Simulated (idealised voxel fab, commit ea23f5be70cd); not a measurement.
This section sets out a process module, namely voxel self aligned vias.
The figure presents cross-section cut, which has a width of 205 nm and is divided into square cells with an edge length of 5 nm.
Format of a cross-section: grid, square cells. Given as bands. Order: top down. Band: one or more rows of cells. Band: top height; bottom height; in nm. Then, left to right: material with width in nm, for each material. "throughout": a single material spanning edge to edge. "blank": empty space. The level at which height equals 0 is the one under which the wafer, as it arrives, is entirely one material. No lower edge exists for the bottom band, which continues downward and is notated as in "0 down". Top row gets the first number, bottom row gets the second, and each row in between changes by the same step: that is how a band width like "30..40" works. "stayed the same" (step): cross-section cells unchanged, all of them. Empty spaces counting at least 8 cells and having no open way to the top are listed in "Voids lacking openings". The notation width x height at distance is used for each, the distance being from the left edge and all three values in nm. The remark found on a step's line after its settings is issued by the simulator itself and pertains to that step. "overlay nm" on a masked step: distance the mask lay right of its planned place, negative for left.

Planned process steps
- 1: RECEIVE with material Si
- 2: CONFORMAL_DEP with material SiO2, thk nm 15
- 3: CONFORMAL_DEP with material SiCN, thk nm 5
- 4: DIRECTIONAL_DEP with material SiO2, thk nm 20
- 5: PATTERN with tone open, mask id LINES, material resist, width nm 25, pitch nm 60, thk nm 20, overlay nm 0
- 6: DIRECTIONAL_ETCH with etch materials SiO2, depth nm 20
- 7: STRIP with etch materials resist
- 8: CONFORMAL_DEP with material TiN, thk nm 5
- 9: FILL_DEP with material Ru, thk nm 5
- 10: CMP with height nm 40
- 11: SELECTIVE_ETCH with etch materials W Ru TiN, depth nm 5
- 12: FILL_DEP with material SiN, thk nm 5
- 13: CMP with height nm 40
- 14: DIRECTIONAL_DEP with material SiO2, thk nm 15
- 15: MASKED_ETCH with tone open, mask id VIAS, width nm 45, pitch nm 60, etch materials SiO2, depth nm 15, overlay nm 0
- 16: MASKED_ETCH with tone open, mask id VIAS, width nm 45, pitch nm 60, etch materials SiN, depth nm 5, overlay nm 0
- 17: CONFORMAL_DEP with material TiN, thk nm 5
- 18: FILL_DEP with material W, thk nm 5
- 19: CMP with height nm 55
- 20: CONFORMAL_DEP with material SiN, thk nm 5

Shown in cross-section is the wafer as received, that is, as it stands after step 1
0 down = Si throughout
Voids lacking openings: none

As-planned run: cross-section of the first of two wafers at end of module
60 to 55 = SiN throughout
55 to 45 = SiO2: 20; TiN: 5; W: 35; TiN: 5; SiO2: 15; TiN: 5; W: 35; TiN: 5; SiO2: 15; TiN: 5; W: 35; TiN: 5; SiO2: 20
45 to 40 = SiO2: 20; TiN: 15; W: 15; TiN: 15; SiO2: 15; TiN: 15; W: 15; TiN: 15; SiO2: 15; TiN: 15; W: 15; TiN: 15; SiO2: 20
40 to 35 = SiO2: 30; TiN: 25; SiO2: 35; TiN: 25; SiO2: 35; TiN: 25; SiO2: 30
35 to 25 = SiO2: 30; TiN: 5; Ru: 15; TiN: 5; SiO2: 35; TiN: 5; Ru: 15; TiN: 5; SiO2: 35; TiN: 5; Ru: 15; TiN: 5; SiO2: 30
25 to 20 = SiO2: 30; TiN: 25; SiO2: 35; TiN: 25; SiO2: 35; TiN: 25; SiO2: 30
20 to 15 = SiCN throughout
15 to 0 = SiO2 throughout
0 down = Si throughout
Voids lacking openings: none

Cross-section of the latter of the two wafers at module completion. It had an identical start and an identical plan to the former; in running it, one mistake was made
60 to 55 = SiN throughout
55 to 45 = SiO2: 20; TiN: 5; SiN: 35; TiN: 5; SiO2: 15; TiN: 5; SiN: 35; TiN: 5; SiO2: 15; TiN: 5; SiN: 35; TiN: 5; SiO2: 20
45 to 40 = SiO2: 20; TiN: 15; SiN: 15; TiN: 15; SiO2: 15; TiN: 15; SiN: 15; TiN: 15; SiO2: 15; TiN: 15; SiN: 15; TiN: 15; SiO2: 20
40 to 35 = SiO2: 30; TiN: 25; SiO2: 35; TiN: 25; SiO2: 35; TiN: 25; SiO2: 30
35 to 25 = SiO2: 30; TiN: 5; Ru: 15; TiN: 5; SiO2: 35; TiN: 5; Ru: 15; TiN: 5; SiO2: 35; TiN: 5; Ru: 15; TiN: 5; SiO2: 30
25 to 20 = SiO2: 30; TiN: 25; SiO2: 35; TiN: 25; SiO2: 35; TiN: 25; SiO2: 30
20 to 15 = SiCN throughout
15 to 0 = SiO2 throughout
0 down = Si throughout
Voids lacking openings: none
Run error: step 18: run off-plan, actual operation and settings FILL_DEP with material SiN, thk nm 5
In the final state, the cell counts of the second wafer exceed or fall short of those of the first for the following materials: +51 SiN | -51 W
